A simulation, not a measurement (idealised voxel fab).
Title: Process Module voxel self aligned contacts
We display cut, a cross-section 285 nm in width whose square cells are each 5 nm.
In what follows, cross-sections appear as grids of square cells, described through bands that run from the top down, where every band is one or more rows of cells.
In this notation a band is specified by the heights of its top and bottom, in that order and in nm, after which its materials appear from left to right, each paired with its width in nm. The word "throughout" attached to a single material means that material fills the band from edge to edge; the word "air" stands for empty space.
Measure heights from 0. That's the level where, below it, the as-received wafer is all one material. The lowest band is bottomless and extends downward; write it as in "0 down".
When a width is written as two numbers, as in "30->40", the first number is the width in the top row of cells of the band and the second is the width in its bottom row, and the width changes by the same amount from each row to the next.
Any step labelled "stayed the same" changed none of the cells in the cross-section.
Each empty space that has no open way to the top and spans at least 8 cells appears under "Closed void inventory" as width x height at distance, the distance counted from the left edge, all in nm.
On a step's line, text after the settings is the simulator commenting on that step.
overlay nm: step with mask; distance mask lay right of planned place; negative value = left of planned place.
-- Here's what the planned process steps look like
| 1 | op RECEIVE | material Si |
| 2 | op OXIDIZE | depth nm 5 |
| 3 | op DIRECTIONAL_DEP | material polySi | thk nm 30 |
| 4 | op DIRECTIONAL_DEP | material SiN | thk nm 20 |
| 5 | op MASKED_ETCH | tone cover | mask id GATE | width nm 25 | pitch nm 70 | etch materials SiN | depth nm 20 | overlay nm 0 |
| 6 | op MASKED_ETCH | tone cover | mask id GATE | width nm 25 | pitch nm 70 | etch materials polySi | depth nm 30 | overlay nm 0 |
| 7 | op CONFORMAL_DEP | material SiN | thk nm 10 |
| 8 | op DIRECTIONAL_ETCH | etch materials SiN | depth nm 10 |
| 9 | op FILL_DEP | material SiO2 | thk nm 20 |
| 10 | op CMP | height nm 50 |
| 11 | op DIRECTIONAL_DEP | material aC | thk nm 10 |
| 12 | op PATTERN | tone open | mask id CONTACT | material resist | width nm 55 | pitch nm 70 | thk nm 30 | overlay nm 0 |
| 13 | op DIRECTIONAL_ETCH | etch materials aC | depth nm 10 |
| 14 | op STRIP | etch materials resist |
| 15 | op DIRECTIONAL_ETCH | etch materials SiO2 | depth nm 65 |
| 16 | op STRIP | etch materials aC |
| 17 | op CONFORMAL_DEP | material TiN | thk nm 5 |
| 18 | op FILL_DEP | material W | thk nm 10 |
| 19 | op CMP | height nm 60 |
| 20 | op CONFORMAL_DEP | material SiN | thk nm 5 |
Don't read the plan's height nm for step 10 as applying to every wafer: that's the first wafer's value, and the wafers differ in it, though they all start identical.
-- Cross-section of the first of several wafers on receipt, reflecting completion of step 1
	0 down: Si throughout
	Closed void inventory: none
-- Rows = wafers. At module end, each row lists per material the cells gained (+) or lost (-) since the wafer was received, then the closed voids
height nm 50 | -57 Si | +237 SiN | +247 SiO2 | +101 TiN | +123 W | +90 polySi | Closed void inventory: none
height nm 55 | -57 Si | +237 SiN | +282 SiO2 | +105 TiN | +84 W | +90 polySi | Closed void inventory: none
height nm 60 | -57 Si | +237 SiN | +317 SiO2 | +70 TiN | +84 W | +90 polySi | Closed void inventory: none
height nm 65 | -57 Si | +237 SiN | +327 SiO2 | +66 TiN | +78 W | +90 polySi | Closed void inventory: none
height nm 70 | -57 Si | +237 SiN | +337 SiO2 | +62 TiN | +72 W | +90 polySi | Closed void inventory: none
